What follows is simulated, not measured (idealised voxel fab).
A process module follows: voxel wiring stack.
FYI the section here is cut, 235 nm wide, cells are 5 nm squares.
The cross-sections in this document take the form of a grid made of square cells. They are written out as bands, in order from top to bottom. Each band consists of one or more rows of cells.
Basically the band line says how high the top is and how high the bottom is, in nm, and then what's in it from left to right, every material with its width in nm. Empty space shows up as "air", and if a single material carries "throughout" it runs the full band edge to edge.
Height reference: 0 = level under which incoming wafer is all one material. Lowest band: no bottom, runs on downward, e.g. "0 nm and below".
A width given as "30->40" starts at the first number in the band's top row and ends at the second number in its bottom row, shifting by an equal amount at every step from row to row.
When a step is marked "nothing was modified", none of the cells in the cross-section changed during that step.
Voids, enclosed: empty space of 8 cells or more with no open way to the top, each as width x height at its distance from the left edge, in nm
Heads up: the bit after the settings on a step's line is the simulator's remark on that step.
overlay nm: how far to the right of its planned place the mask lay on this masked step (negative: to the left).

Process steps - plan
1. RECEIVE, material Si
2. CONFORMAL_DEP, material SiO2, thk nm 15
3. DIRECTIONAL_DEP, material TiN, thk nm 5
4. DIRECTIONAL_DEP, material W, thk nm 20
5. DIRECTIONAL_DEP, material aC, thk nm 15
6. PATTERN, tone cover, mask id METAL_1, material resist, width nm 30, pitch nm 60, thk nm 30, overlay nm 0
7. DIRECTIONAL_ETCH, etch materials aC, depth nm 15
8. STRIP, etch materials resist
9. DIRECTIONAL_ETCH, etch materials W, depth nm 20
10. DIRECTIONAL_ETCH, etch materials TiN, depth nm 5
11. STRIP, etch materials aC
12. CONFORMAL_DEP, material SiCN, thk nm 5
13. FILL_DEP, material lowk, thk nm 10
14. CMP, height nm 40
15. CONFORMAL_DEP, material SiCN, thk nm 5
16. DIRECTIONAL_DEP, material SiO2, thk nm 20
17. MASKED_ETCH, tone open, mask id PLUG_1, width nm 15, pitch nm 120, etch materials SiO2, depth nm 20, overlay nm 0
18. MASKED_ETCH, tone open, mask id PLUG_1, width nm 15, pitch nm 120, etch materials SiCN, depth nm 5, overlay nm 0
19. CONFORMAL_DEP, material TiN, thk nm 5
20. FILL_DEP, material W, thk nm 5
21. CMP, height nm 65
22. CONFORMAL_DEP, material SiCN, thk nm 5
23. DIRECTIONAL_DEP, material SiO2, thk nm 15
24. PATTERN, tone open, mask id METAL_2, material resist, width nm 30, pitch nm 60, thk nm 20, overlay nm 0
25. DIRECTIONAL_ETCH, etch materials SiO2, depth nm 15
26. DIRECTIONAL_ETCH, etch materials SiCN, depth nm 5
27. STRIP, etch materials resist
28. CONFORMAL_DEP, material TiN, thk nm 5
29. FILL_DEP, material W, thk nm 5
30. CMP, height nm 85
31. CONFORMAL_DEP, material SiCN, thk nm 5
32. DIRECTIONAL_DEP, material SiO2, thk nm 10
33. MASKED_ETCH, tone open, mask id PLUG_2, width nm 15, pitch nm 60, etch materials SiO2, depth nm 10, overlay nm 0
34. MASKED_ETCH, tone open, mask id PLUG_2, width nm 15, pitch nm 60, etch materials SiCN, depth nm 5, overlay nm 0
35. CONFORMAL_DEP, material TiN, thk nm 5
36. FILL_DEP, material W, thk nm 5
37. CMP, height nm 100
38. DIRECTIONAL_DEP, material TiN, thk nm 5
39. DIRECTIONAL_DEP, material Ru, thk nm 25
40. MASKED_ETCH, tone cover, mask id METAL_3, width nm 30, pitch nm 60, etch materials Ru, depth nm 25, overlay nm 0
41. MASKED_ETCH, tone cover, mask id METAL_3, width nm 30, pitch nm 60, etch materials TiN, depth nm 5, overlay nm 0
42. CONFORMAL_DEP, material SiN, thk nm 5
43. FILL_DEP, material lowk, thk nm 5
44. CMP, height nm 130
45. CONFORMAL_DEP, material SiCN, thk nm 5

This is the cross-section of the wafer as we received it, i.e. after step 1
    0 nm and below  Si throughout
    Voids, enclosed: none

Result of the module, cross-sectioned: start per above, plan per above, one error in how it was run
    135 nm to 130 nm  SiCN throughout
    130 nm to 105 nm  35 of lowk; 5 of SiN; 30 of Ru; 5 of SiN; 20 of lowk; 5 of SiN; 30 of Ru; 5 of SiN; 20 of lowk; 5 of SiN; 30 of Ru; 5 of SiN; 40 of lowk
    105 nm to 100 nm  40 of SiN; 30 of TiN; 30 of SiN; 30 of TiN; 30 of SiN; 30 of TiN; 45 of SiN
    100 nm to 90 nm  40 of SiO2; 5 of TiN; 5 of W; 5 of TiN; 45 of SiO2; 5 of TiN; 5 of W; 5 of TiN; 45 of SiO2; 5 of TiN; 5 of W; 5 of TiN; 60 of SiO2
    90 nm to 85 nm  40 of SiCN; 15 of TiN; 45 of SiCN; 15 of TiN; 45 of SiCN; 15 of TiN; 60 of SiCN
    85 nm to 70 nm  40 of SiO2; 5 of TiN; 20 of W; 5 of TiN; 30 of SiO2; 5 of TiN; 20 of W; 5 of TiN; 30 of SiO2; 5 of TiN; 20 of W; 5 of TiN; 45 of SiO2
    70 nm to 65 nm  40 of SiCN; 30 of TiN; 30 of SiCN; 30 of TiN; 30 of SiCN; 30 of TiN; 45 of SiCN
    65 nm to 45 nm  40 of SiO2; 5 of TiN; 5 of W; 5 of TiN; 105 of SiO2; 5 of TiN; 5 of W; 5 of TiN; 60 of SiO2
    45 nm to 40 nm  40 of SiCN; 15 of TiN; 105 of SiCN; 15 of TiN; 60 of SiCN
    40 nm to 20 nm  SiO2 throughout
    20 nm to 15 nm  TiN throughout
    15 nm to 0 nm  SiO2 throughout
    0 nm and below  Si throughout
    Voids, enclosed: none
Nonconformance to the process plan: step 4 changed vs plan, executed as DIRECTIONAL_DEP, material SiO2, thk nm 20
